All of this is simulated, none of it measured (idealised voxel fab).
process module | voxel wiring stack
cross-section cut | 265 nm wide | cells 5 nm
A cross-section is a grid of square cells, given in bands from the top down. A band is one or more rows of cells.
Each band's line starts with the height of the band's top and of its bottom, in nm. Then come its materials from left to right, each with its width in nm. One material with "throughout" fills the band from edge to edge. "air" is empty space.
Height 0 is the level under which the wafer as received is all one material. The lowest band goes on downwards, as in "0 down".
A width such as "30 to 40" changes by the same amount from each row of cells to the next, from the band's top row to its bottom row.
"no change" after a step means that no cell of the cross-section changed.
closed voids: empty space of 8 cells or more with no open way to the top, each as width x height at its distance from the left edge, in nm
after a step's settings: what the simulator itself notes on the step
overlay nm, on a step with a mask: how far to the right of its planned place the mask lay; to the left if negative
plan
1 op RECEIVE | material Si
2 op CONFORMAL_DEP | material SiO2 | thk nm 15
3 op CONFORMAL_DEP | material SiN | thk nm 5
4 op DIRECTIONAL_DEP | material lowk | thk nm 25
5 op DIRECTIONAL_DEP | material aC | thk nm 10
6 op PATTERN | tone open | mask id METAL_1 | material resist | width nm 25 | pitch nm 45 | thk nm 25 | overlay nm 0
7 op DIRECTIONAL_ETCH | etch materials aC | depth nm 10
8 op STRIP | etch materials resist
9 op DIRECTIONAL_ETCH | etch materials lowk | depth nm 25
10 op DIRECTIONAL_ETCH | etch materials SiN | depth nm 5
11 op STRIP | etch materials aC
12 op CONFORMAL_DEP | material TiN | thk nm 5
13 op FILL_DEP | material Cu | thk nm 10
14 op CMP | height nm 45
15 op CONFORMAL_DEP | material SiCN | thk nm 5
16 op DIRECTIONAL_DEP | material SiO2 | thk nm 10
17 op DIRECTIONAL_DEP | material aC | thk nm 10
18 op PATTERN | tone open | mask id PLUG_1 | material resist | width nm 15 | thk nm 25 | overlay nm 0
19 op DIRECTIONAL_ETCH | etch materials aC | depth nm 10
20 op STRIP | etch materials resist
21 op DIRECTIONAL_ETCH | etch materials SiO2 | depth nm 10
22 op DIRECTIONAL_ETCH | etch materials SiCN | depth nm 5
23 op STRIP | etch materials aC
24 op CONFORMAL_DEP | material TiN | thk nm 5
25 op FILL_DEP | material Ru | thk nm 10
26 op CMP | height nm 60
27 op CONFORMAL_DEP | material SiN | thk nm 5
28 op DIRECTIONAL_DEP | material SiO2 | thk nm 15
29 op MASKED_ETCH | tone open | mask id METAL_2 | width nm 25 | pitch nm 45 | etch materials SiO2 | depth nm 15 | overlay nm 0
30 op MASKED_ETCH | tone open | mask id METAL_2 | width nm 25 | pitch nm 45 | etch materials SiN | depth nm 5 | overlay nm 0
31 op CONFORMAL_DEP | material TiN | thk nm 5
32 op FILL_DEP | material W | thk nm 10
33 op CMP | height nm 80
34 op CONFORMAL_DEP | material SiCN | thk nm 5
35 op DIRECTIONAL_DEP | material lowk | thk nm 20
36 op MASKED_ETCH | tone open | mask id PLUG_2 | width nm 15 | pitch nm 45 | etch materials lowk | depth nm 20 | overlay nm 0
37 op MASKED_ETCH | tone open | mask id PLUG_2 | width nm 15 | pitch nm 45 | etch materials SiCN | depth nm 5 | overlay nm 0
38 op CONFORMAL_DEP | material TiN | thk nm 5
39 op FILL_DEP | material W | thk nm 10
40 op CMP | height nm 105
41 op CONFORMAL_DEP | material SiN | thk nm 5
42 op DIRECTIONAL_DEP | material SiO2 | thk nm 20
43 op DIRECTIONAL_DEP | material aC | thk nm 15
44 op PATTERN | tone open | mask id METAL_3 | material resist | width nm 15 | pitch nm 45 | thk nm 30 | overlay nm 0
45 op DIRECTIONAL_ETCH | etch materials aC | depth nm 15
46 op STRIP | etch materials resist
47 op DIRECTIONAL_ETCH | etch materials SiO2 | depth nm 20
48 op DIRECTIONAL_ETCH | etch materials SiN | depth nm 5
49 op STRIP | etch materials aC
50 op CONFORMAL_DEP | material TiN | thk nm 5
51 op FILL_DEP | material W | thk nm 10
52 op CMP | height nm 130
53 op EPI | material Ru | thk nm 5
54 op FILL_DEP | material SiCN | thk nm 5
varied across the wafers: width nm of step 44. The plan shows the first wafer's value. All wafers start alike
first wafer as received, after step 1
  0 down: Si throughout
  closed voids: none
each wafer at the end: cells of each material gained (+) or lost (-) since it was received, then its closed voids
width nm 15 | +30 Cu | +12 Ru | +193 SiCN | +133 SiN | +576 SiO2 | +103 TiN | +34 W | +403 lowk | closed voids: none
width nm 20 | +30 Cu | +14 Ru | +191 SiCN | +131 SiN | +568 SiO2 | +105 TiN | +42 W | +403 lowk | closed voids: none
width nm 25 | +30 Cu | +16 Ru | +189 SiCN | +129 SiN | +560 SiO2 | +107 TiN | +50 W | +403 lowk | closed voids: none
width nm 30 | +30 Cu | +18 Ru | +187 SiCN | +127 SiN | +552 SiO2 | +109 TiN | +58 W | +403 lowk | closed voids: none
